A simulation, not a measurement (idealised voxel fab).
Name of the process module below: voxel tone inversion
Section shown: cut. Width: 220 nm. Cell size: 5 nm, square.
Cross-section, as written here: a square-cell grid given band by band from the top down, where a band holds one or more rows of cells. It is stipulated that each band's entry specify, in nanometres, the height of the top of the band and then that of its bottom, followed by the materials of the band in left-to-right sequence, each together with its width in nanometres. A single material marked by the word "all across" is understood to fill the band from edge to edge; the word "blank" is understood to denote empty space. Height is counted from the level 0, under which the received wafer is composed throughout of one material. The lowest of the bands is not closed at the bottom but continues downward, in the notation "top 0, no bottom". The notation "30 to 40" denotes a width that varies across the rows of cells in the band, beginning at the first number in the top row, finishing at the second number in the bottom row, and changing by an identical amount from each row to the next. Take "same as before" at face value: in the step it is given for, the cross-section changed in none of its cells. "Entrapped voids" enumerates empty spaces isolated from the top, with no open way to it, that contain at least 8 cells, giving each as width x height at distance from the left edge, all three in nm. Anything after a step's settings on that line? It's the simulator's own note about the step. overlay nm: where the mask lay relative to plan, measured to the right, on steps with a mask; negatives go left.

Steps in the process plan
1,RECEIVE [material Si]
2,CONFORMAL_DEP [material SiN] [thk nm 5]
3,DIRECTIONAL_DEP [material aC] [thk nm 20]
4,PATTERN [tone cover] [mask id POSTS] [material resist] [width nm 20] [pitch nm 40] [thk nm 30] [overlay nm 0]
5,DIRECTIONAL_ETCH [etch materials aC] [depth nm 20]
6,STRIP [etch materials resist]
7,FILL_DEP [material lowk] [thk nm 5]
8,CMP [height nm 25]
9,STRIP [etch materials aC]
10,CONFORMAL_DEP [material TiN] [thk nm 5]
11,FILL_DEP [material Cu] [thk nm 10]
12,CMP [height nm 25]
13,CONFORMAL_DEP [material SiCN] [thk nm 5]

Here's what the wafer looked like in cross-section when it arrived - that's after step 1
- top 0, no bottom = Si all across
- Entrapped voids: none

The first of two wafers, cross-sectioned at the end of the module, with the run proceeding as planned
- top 30, bottom 25 = SiCN all across
- top 25, bottom 10 = lowk (80) | TiN (5) | Cu (10) | TiN (5) | lowk (20) | TiN (5) | Cu (10) | TiN (5) | lowk (80)
- top 10, bottom 5 = lowk (80) | TiN (20) | lowk (20) | TiN (20) | lowk (80)
- top 5, bottom 0 = SiN all across
- top 0, no bottom = Si all across
- Entrapped voids: none

Cross-section, wafer two of two, end of module: same start and plan as wafer one, one error in execution
- top 30, bottom 25 = SiCN all across
- top 25, bottom 20 = lowk all across
- top 20, bottom 0 = lowk (80) | aC (20) | lowk (20) | aC (20) | lowk (80)
- top 0, no bottom = Si all across
- Entrapped voids: none
Heads up, the wafer didn't run the way we planned it: step 2 of the plan was excluded from execution and never run
It is noted that, at the conclusion of processing, the second wafer exhibits a higher or lower cell count for certain materials relative to the first: 12 fewer of Cu; 44 fewer of SiN; 20 fewer of TiN; 32 more of aC; 44 more of lowk
